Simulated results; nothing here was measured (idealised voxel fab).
A process module follows: voxel capacitor over wiring.
Cross-sectional view cut (width: 260 nm; square cell size: 5 nm).
When this document writes out a cross-section, it uses a grid of square cells and lists it as bands, beginning at the top and moving down, with a band standing for one or more rows of cells. Each band's line starts with the height of the band's top and of its bottom, in nm. Then come its materials from left to right, each with its width in nm. One material with "edge to edge" fills the band from edge to edge. "air" is empty space. All heights in this document are referenced to 0, defined as the level beneath which the wafer, as received, consists entirely of one material. The lowest band is not bounded below; it extends indefinitely downward and is written in the form "z 0 and below". A width given as "30 to 40" starts at the first number in the band's top row and ends at the second number in its bottom row, shifting by an equal amount at every step from row to row. What does "left unchanged" mean for a step? It means no cell of the cross-section changed in that step. This entry, "Completely enclosed voids", enumerates those empty regions of no fewer than 8 cells that possess no open connection to the top. Each region is reported in the form width x height at distance, the distance being taken from the left edge, with all three quantities expressed in nm. That trailing text on a step's line, after the settings, is the simulator's own remark on the step. overlay nm: mask right of planned place by this much (step with mask). Neg. = left.

plan
1) RECEIVE with material Si
2) CONFORMAL_DEP with material SiO2, thk nm 10
3) CONFORMAL_DEP with material SiN, thk nm 5
4) DIRECTIONAL_DEP with material SiO2, thk nm 20
5) MASKED_ETCH with tone open, mask id METAL_1, width nm 25, pitch nm 75, etch materials SiO2, depth nm 20, overlay nm 0
6) MASKED_ETCH with tone open, mask id METAL_1, width nm 25, pitch nm 75, etch materials SiN, depth nm 5, overlay nm 0
7) CONFORMAL_DEP with material TiN, thk nm 5
8) FILL_DEP with material Cu, thk nm 5
9) CMP with height nm 35
10) CONFORMAL_DEP with material SiCN, thk nm 5
11) DIRECTIONAL_DEP with material SiO2, thk nm 20
12) DIRECTIONAL_DEP with material aC, thk nm 10
13) PATTERN with tone open, mask id PLUG_1, material resist, width nm 15, thk nm 25, overlay nm 0
14) DIRECTIONAL_ETCH with etch materials aC, depth nm 10
15) STRIP with etch materials resist
16) DIRECTIONAL_ETCH with etch materials SiO2, depth nm 20
17) DIRECTIONAL_ETCH with etch materials SiCN, depth nm 5
18) STRIP with etch materials aC
19) EPI with material Ru, thk nm 10
20) EPI with material Ru, thk nm 10
21) EPI with material Ru, thk nm 5
22) DIRECTIONAL_DEP with material TiN, thk nm 5
23) DIRECTIONAL_DEP with material HfO2, thk nm 5
24) DIRECTIONAL_DEP with material TiN, thk nm 5
25) PATTERN with tone cover, mask id UPPER_PLATE, material resist, width nm 55, thk nm 20, overlay nm 0
26) DIRECTIONAL_ETCH with etch materials TiN, depth nm 5
27) DIRECTIONAL_ETCH with etch materials HfO2, depth nm 5
28) STRIP with etch materials resist
29) PATTERN with tone cover, mask id LOWER_PLATE, material resist, width nm 65, thk nm 20, overlay nm 0
30) DIRECTIONAL_ETCH with etch materials TiN, depth nm 5
31) STRIP with etch materials resist
32) FILL_DEP with material SiO2, thk nm 20
33) CMP with height nm 90
34) DIRECTIONAL_DEP with material aC, thk nm 15
35) PATTERN with tone open, mask id PLUG_2, material resist, width nm 15, thk nm 35, overlay nm 0
36) DIRECTIONAL_ETCH with etch materials aC, depth nm 15
37) STRIP with etch materials resist
38) DIRECTIONAL_ETCH with etch materials SiO2, depth nm 5
39) STRIP with etch materials aC
40) CONFORMAL_DEP with material TiN, thk nm 5
41) FILL_DEP with material Ru, thk nm 5
42) CMP with height nm 90
43) CONFORMAL_DEP with material SiCN, thk nm 5
Don't read the plan's depth nm for step 38 as applying to every wafer: that's the first wafer's value, and the wafers differ in it, though they all start identical.

This is how the first of several wafers looked in cross-section when it arrived, which is after step 1
	z 0 and below = Si edge to edge
	Completely enclosed voids: none

For your reference, the table is organized with a row per wafer; each row reflects the wafer at the end of the module, indicating for each material the cells gained (+) or lost (-) since receipt, and thereafter its closed voids
depth nm 5; +24 Cu; +11 HfO2; +15 Ru; +101 SiCN; +42 SiN; +742 SiO2; +53 TiN; Completely enclosed voids: none
depth nm 10; +24 Cu; +11 HfO2; +16 Ru; +101 SiCN; +42 SiN; +739 SiO2; +55 TiN; Completely enclosed voids: none
depth nm 15; +24 Cu; +11 HfO2; +17 Ru; +101 SiCN; +42 SiN; +736 SiO2; +57 TiN; Completely enclosed voids: none
depth nm 20; +24 Cu; +11 HfO2; +17 Ru; +101 SiCN; +42 SiN; +736 SiO2; +57 TiN; Completely enclosed voids: none
depth nm 25; +24 Cu; +11 HfO2; +17 Ru; +101 SiCN; +42 SiN; +736 SiO2; +57 TiN; Completely enclosed voids: none
depth nm 30; +24 Cu; +11 HfO2; +17 Ru; +101 SiCN; +42 SiN; +736 SiO2; +57 TiN; Completely enclosed voids: none
